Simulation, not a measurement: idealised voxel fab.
Process module name: voxel gate over fins
Xsec cut, 165 nm wide, square cell size 5 nm.
Cross-section format: a grid of square cells, given as bands from top to bottom; each band is one or more rows of cells. For a band, the entry starts with two heights in nm, that of the top and then that of the bottom, and carries on with the band's materials in order from left to right, each alongside its width in nm; the word "everywhere" beside a single material means it fills the band edge to edge, and "blank" means empty space. All heights in this document are referenced to 0, defined as the level beneath which the wafer, as received, consists entirely of one material. The lowest band is not bounded below; it extends indefinitely downward and is written in the form "0 nm and below". Think of "30..40" as a width that walks from the first number to the second as you go down the band, top row to bottom row, taking equal-sized steps from row to row. "no change", as given for a step, is the statement that not any cell of the cross-section underwent a change during that step. Entry "Fully sealed cavities". Content: empty spaces with no open connection to the top, size 8 cells or greater. Each: width x height at distance. Distance: from left edge. Unit: nm. Formally, on a step line, whatever follows the settings is a remark that the simulator itself makes on the step. If you see "overlay nm" on a step's line and that step has a mask, it's telling you how far right of where it was planned the mask ended up; a negative number means it went left instead.

**The process steps that were planned are listed below**
| 1 | RECEIVE,material Si |
| 2 | CONFORMAL_DEP,material SiN,thk nm 5 |
| 3 | PATTERN,tone cover,mask id FINS,material resist,width nm 15,pitch nm 60,thk nm 20,overlay nm 0 |
| 4 | DIRECTIONAL_ETCH,etch materials SiN,depth nm 5 |
| 5 | DIRECTIONAL_ETCH,etch materials Si,depth nm 30 |
| 6 | STRIP,etch materials resist |
| 7 | OXIDIZE,depth nm 5 |
| 8 | FILL_DEP,material SiO2,thk nm 5 |
| 9 | CMP,height nm 5 |
| 10 | MASKED_ETCH,tone open,mask id RAIL,width nm 15,etch materials SiO2,depth nm 30,overlay nm 0 |
| 11 | CONFORMAL_DEP,material TiN,thk nm 5 |
| 12 | FILL_DEP,material W,thk nm 10 |
| 13 | CMP,height nm 5 |
| 14 | SELECTIVE_ETCH,etch materials W Ru TiN,depth nm 25 |
| 15 | FILL_DEP,material SiO2,thk nm 5 |
| 16 | CMP,height nm 5 |
| 17 | SELECTIVE_ETCH,etch materials SiO2,depth nm 20 |
| 18 | STRIP,etch materials SiN |
| 19 | CONFORMAL_DEP,material HfO2,thk nm 5 |
| 20 | CONFORMAL_DEP,material TiN,thk nm 5 |
| 21 | FILL_DEP,material W,thk nm 15 |
| 22 | CMP,height nm 20 |
| 23 | CONFORMAL_DEP,material SiN,thk nm 10 |

**Incoming wafer, cross-sectional view, post step 1**
	0 nm and below = Si everywhere
	Fully sealed cavities: none

**Module complete - cross-section of the first of two wafers, run according to plan**
	30 nm to 20 nm = SiN everywhere
	20 nm to 10 nm = W everywhere
	10 nm to 5 nm = W 10 nm / TiN 25 nm / W 35 nm / TiN 25 nm / W 35 nm / TiN 25 nm / W 10 nm
	5 nm to 0 nm = W 10 nm / TiN 5 nm / HfO2 15 nm / TiN 5 nm / W 35 nm / TiN 5 nm / HfO2 15 nm / TiN 5 nm / W 35 nm / TiN 5 nm / HfO2 15 nm / TiN 5 nm / W 10 nm
	0 nm to -5 nm = W 10 nm / TiN 5 nm / HfO2 5 nm / Si 5 nm / HfO2 5 nm / TiN 5 nm / W 35 nm / TiN 5 nm / HfO2 5 nm / Si 5 nm / HfO2 5 nm / TiN 5 nm / W 35 nm / TiN 5 nm / HfO2 5 nm / Si 5 nm / HfO2 5 nm / TiN 5 nm / W 10 nm
	-5 nm to -10 nm = TiN 15 nm / HfO2 5 nm / Si 5 nm / HfO2 5 nm / TiN 45 nm / HfO2 5 nm / Si 5 nm / HfO2 5 nm / TiN 45 nm / HfO2 5 nm / Si 5 nm / HfO2 5 nm / TiN 15 nm
	-10 nm to -15 nm = HfO2 20 nm / Si 5 nm / HfO2 55 nm / Si 5 nm / HfO2 55 nm / Si 5 nm / HfO2 20 nm
	-15 nm to -20 nm = SiO2 20 nm / Si 5 nm / SiO2 55 nm / Si 5 nm / SiO2 55 nm / Si 5 nm / SiO2 20 nm
	-20 nm to -25 nm = SiO2 20 nm / Si 5 nm / SiO2 20 nm / TiN 15 nm / SiO2 20 nm / Si 5 nm / SiO2 55 nm / Si 5 nm / SiO2 20 nm
	-25 nm to -35 nm = SiO2 20 nm / Si 5 nm / SiO2 55 nm / Si 5 nm / SiO2 55 nm / Si 5 nm / SiO2 20 nm
	-35 nm and below = Si everywhere
	Fully sealed cavities: none

**Second of two wafers, module complete, sectioned: it shares the first wafer's start and plan but was run with one mistake**
	30 nm to 20 nm = SiN everywhere
	20 nm to 10 nm = W everywhere
	10 nm to 5 nm = W 10 nm / TiN 25 nm / W 35 nm / TiN 25 nm / W 35 nm / TiN 25 nm / W 10 nm
	5 nm to 0 nm = W 10 nm / TiN 5 nm / HfO2 15 nm / TiN 5 nm / W 35 nm / TiN 5 nm / HfO2 15 nm / TiN 5 nm / W 35 nm / TiN 5 nm / HfO2 15 nm / TiN 5 nm / W 10 nm
	0 nm to -5 nm = W 10 nm / TiN 5 nm / HfO2 5 nm / Si 5 nm / HfO2 5 nm / TiN 5 nm / W 35 nm / TiN 5 nm / HfO2 5 nm / Si 5 nm / HfO2 5 nm / TiN 5 nm / W 35 nm / TiN 5 nm / HfO2 5 nm / Si 5 nm / HfO2 5 nm / TiN 5 nm / W 10 nm
	-5 nm to -10 nm = TiN 15 nm / HfO2 5 nm / Si 5 nm / HfO2 5 nm / TiN 45 nm / HfO2 5 nm / Si 5 nm / HfO2 5 nm / TiN 45 nm / HfO2 5 nm / Si 5 nm / HfO2 5 nm / TiN 15 nm
	-10 nm to -15 nm = HfO2 20 nm / Si 5 nm / HfO2 55 nm / Si 5 nm / HfO2 55 nm / Si 5 nm / HfO2 20 nm
	-15 nm to -20 nm = SiO2 20 nm / Si 5 nm / SiO2 55 nm / Si 5 nm / SiO2 55 nm / Si 5 nm / SiO2 20 nm
	-20 nm to -25 nm = SiO2 20 nm / Si 5 nm / SiO2 20 nm / TiN 15 nm / SiO2 20 nm / Si 5 nm / SiO2 55 nm / Si 5 nm / SiO2 20 nm
	-25 nm to -65 nm = SiO2 20 nm / Si 5 nm / SiO2 55 nm / Si 5 nm / SiO2 55 nm / Si 5 nm / SiO2 20 nm
	-65 nm and below = Si everywhere
	Fully sealed cavities: none
What was the processing mistake? twice over, step 5 of the plan was run
Heads up, by the end the second wafer has more or fewer cells of some materials compared to the first: Si: 180 fewer, SiO2: 180 more
